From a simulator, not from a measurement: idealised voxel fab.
Herein follows the process module entitled voxel released beams.
This is section cut - it's 210 nm across, gridded in 5 nm square cells.
Cross-sections here: square-cell grids, written as top-down lists of bands, a band being one or more rows of cells. Quick guide to a band line: top height, bottom height (nm) up front; then every material left to right with its width in nm. Only one material and it's marked "full width"? Then it fills the band edge to edge. And "air" just means empty space. It should be noted that heights are counted from 0, beneath which the wafer as supplied is of one material throughout, and that the lowest band possesses no lower boundary but continues downward, as written in "0 nm and below". The two numbers in a width such as "30 to 40" mark its ends across the band: the first belongs to the top row of cells, the second to the bottom row, and from each row to the next the width moves by the same amount. Key: "no alterations made" - step with no changed cell in the cross-section. Empty spaces without an open route to the top, at least 8 cells in extent, make up the entry "Closed cavities"; each is given as width x height at distance, where the distance is measured from the left edge, and all are in nm. If you see something after the settings on a step's line, that's the simulator's own remark about that step. Among the settings permitted on a step's line is "overlay nm"; applied to a step with a mask, it specifies the extent to which the mask lay to the right of its planned position, whereas a negative figure signifies a position to the left.

Process steps foreseen in the plan
- 1: RECEIVE | material Si
- 2: CONFORMAL_DEP | material Al2O3 | thk nm 5
- 3: DIRECTIONAL_DEP | material SiO2 | thk nm 20
- 4: MASKED_ETCH | tone open | mask id ANCHOR | width nm 40 | etch materials SiO2 | depth nm 20 | overlay nm 0
- 5: CONFORMAL_DEP | material W | thk nm 15
- 6: PATTERN | tone cover | mask id BEAM | material resist | width nm 105 | thk nm 15 | overlay nm 0
- 7: DIRECTIONAL_ETCH | etch materials W | depth nm 15
- 8: STRIP | etch materials resist
- 9: STRIP | etch materials SiO2

Delivered wafer in cross-section: state after step 1
* 0 nm and below  Si full width
* Closed cavities: none

Look at the cross-section after the module: the wafer started out the way shown above and the plan was the one shown above, yet one mistake was made along the way
* 40 nm to 25 nm  air 50 | W 10 | air 10 | W 85 | air 55
* 25 nm to 20 nm  air 45 | W 15 | air 10 | W 15 | air 125
* 20 nm to 5 nm  air 45 | W 40 | air 125
* 5 nm to 0 nm  Al2O3 full width
* 0 nm and below  Si full width
* Closed cavities: none
Deviation noted in wafer processing: step 4 did not happen as planned, as run it was MASKED_ETCH | tone open | mask id ANCHOR | width nm 40 | etch materials SiO2 | depth nm 20 | overlay nm -10
